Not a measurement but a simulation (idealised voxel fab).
Presented below is a process module, voxel air gaps.
The cross-section shown here is cut; it is 280 nm wide and divided into square cells measuring 5 nm on a side.
When this document writes out a cross-section, it uses a grid of square cells and lists it as bands, beginning at the top and moving down, with a band standing for one or more rows of cells.
Top height, bottom height, nm. Materials left to right, width each, nm. Single material + "throughout" = fills band edge to edge. "air" = empty.
Ref level 0: as-received wafer is one material below here. Bottom band extends down with no lower bound ("0 and below").
When a width is written as two numbers, as in "30 to 40", the first number is the width in the top row of cells of the band and the second is the width in its bottom row, and the width changes by the same amount from each row to the next.
Any step labelled "nothing was modified" changed none of the cells in the cross-section.
Closed empty spaces (no open way to the top) of 8 cells or more are what "Enclosed void listing" lists, each as width x height at distance from the left edge, nm for all three.
Text after the settings on a step's line: the simulator's own remark on that step.
If you see "overlay nm" on a step's line and that step has a mask, it's telling you how far right of where it was planned the mask ended up; a negative number means it went left instead.

The planned process steps are enumerated hereunder:
- 1: RECEIVE with material Si
- 2: CONFORMAL_DEP with material SiO2, thk nm 15
- 3: CONFORMAL_DEP with material SiCN, thk nm 5
- 4: DIRECTIONAL_DEP with material lowk, thk nm 30
- 5: DIRECTIONAL_DEP with material aC, thk nm 15
- 6: PATTERN with tone open, mask id LINES, material resist, width nm 20, pitch nm 50, thk nm 30, overlay nm 0
- 7: DIRECTIONAL_ETCH with etch materials aC, depth nm 15
- 8: STRIP with etch materials resist
- 9: DIRECTIONAL_ETCH with etch materials lowk, depth nm 30
- 10: STRIP with etch materials aC
- 11: CONFORMAL_DEP with material TiN, thk nm 5
- 12: FILL_DEP with material Cu, thk nm 5
- 13: CMP with height nm 50
- 14: EPI with material Ru, thk nm 10
- 15: SELECTIVE_ETCH with etch materials lowk, depth nm 40
- 16: CONFORMAL_DEP with material SiCN, thk nm 5

Incoming wafer, cross-sectional view, post step 1:
    0 and below | Si throughout
    Enclosed void listing: none

A wafer at the end: this start, this plan, one mistake:
    65 down to 60 | air=45, then SiCN=45, then air=5, then SiCN=45, then air=5, then SiCN=45, then air=5, then SiCN=45, then air=40
    60 down to 50 | air=45, then SiCN=5, then Ru=35, then SiCN=5, then air=5, then SiCN=5, then Ru=35, then SiCN=5, then air=5, then SiCN=5, then Ru=35, then SiCN=5, then air=5, then SiCN=5, then Ru=35, then SiCN=5, then air=40
    50 down to 45 | air=45, then SiCN=15, then TiN=5, then Cu=5, then TiN=5, then SiCN=15, then air=5, then SiCN=15, then TiN=5, then Cu=5, then TiN=5, then SiCN=15, then air=5, then SiCN=15, then TiN=5, then Cu=5, then TiN=5, then SiCN=15, then air=5, then SiCN=15, then TiN=5, then Cu=5, then TiN=5, then SiCN=15, then air=40
    45 down to 25 | air=55, then SiCN=5, then TiN=5, then Cu=5, then TiN=5, then SiCN=5, then air=25, then SiCN=5, then TiN=5, then Cu=5, then TiN=5, then SiCN=5, then air=25, then SiCN=5, then TiN=5, then Cu=5, then TiN=5, then SiCN=5, then air=25, then SiCN=5, then TiN=5, then Cu=5, then TiN=5, then SiCN=5, then air=50
    25 down to 20 | SiCN=60, then TiN=15, then SiCN=35, then TiN=15, then SiCN=35, then TiN=15, then SiCN=35, then TiN=15, then SiCN=55
    20 down to 15 | SiCN throughout
    15 down to 0 | SiO2 throughout
    0 and below | Si throughout
    Enclosed void listing: none
It is concluded that the wafer was processed incorrectly with respect to the plan, in that so step 6 ended up running with a different setting than we planned, it ran as PATTERN with tone open, mask id LINES, material resist, width nm 15, pitch nm 50, thk nm 30, overlay nm 0
